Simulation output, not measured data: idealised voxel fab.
This is a process module. Its name is voxel released beams.
Section shown: cut. Width: 180 nm. Cell size: 5 nm, square.
In what follows, cross-sections appear as grids of square cells, described through bands that run from the top down, where every band is one or more rows of cells. Band: top and bottom heights (nm) first, top before bottom; then materials from left to right, widths in nm. "all across" marks a sole material filling the band edge to edge. "air" denotes empty space. Heights are measured from 0, the level below which the as-received wafer is all one material; the lowest band has no bottom and continues downward, written as in "0 nm and below". Width: "30..40" (first number = top row, second number = bottom row, same change from row to row of cells). "nothing altered" -> step changed no cross-section cell. For the entry "Unvented voids", the listed items are empty spaces with no open way to the top whose size is 8 cells or more; each item follows the pattern width x height at distance, where distance is from the left edge and all three are in nm. Formally, on a step line, whatever follows the settings is a remark that the simulator itself makes on the step. If you see "overlay nm" on a step's line and that step has a mask, it's telling you how far right of where it was planned the mask ended up; a negative number means it went left instead.
[So here's the lineup of process steps we planned]
- 1: RECEIVE, material Si
- 2: CONFORMAL_DEP, material SiN, thk nm 5
- 3: DIRECTIONAL_DEP, material SiO2, thk nm 10
- 4: DIRECTIONAL_DEP, material aC, thk nm 15
- 5: PATTERN, tone open, mask id ANCHOR, material resist, width nm 40, thk nm 35, overlay nm 0
- 6: DIRECTIONAL_ETCH, etch materials aC, depth nm 15
- 7: STRIP, etch materials resist
- 8: DIRECTIONAL_ETCH, etch materials SiO2, depth nm 10
- 9: STRIP, etch materials aC
- 10: CONFORMAL_DEP, material W, thk nm 15
- 11: DIRECTIONAL_DEP, material aC, thk nm 10
- 12: PATTERN, tone cover, mask id BEAM, material resist, width nm 100, thk nm 25, overlay nm 0
- 13: DIRECTIONAL_ETCH, etch materials aC, depth nm 10
- 14: STRIP, etch materials resist
- 15: DIRECTIONAL_ETCH, etch materials W, depth nm 15
- 16: STRIP, etch materials aC
- 17: STRIP, etch materials SiO2
[Delivered wafer in cross-section: state after step 1]
* 0 nm and below | Si all across
* Unvented voids: none
[Wafer at module end, in section. Began as above, planned as above, run with one mistake]
* 45 nm to 30 nm | 35 nm air, 100 nm W, 45 nm air
* 30 nm to 15 nm | W all across
* 15 nm to 5 nm | 40 nm SiO2, 40 nm W, 100 nm SiO2
* 5 nm to 0 nm | SiN all across
* 0 nm and below | Si all across
* Unvented voids: none
Here's what went sideways: step 10 of the plan was twice carried out
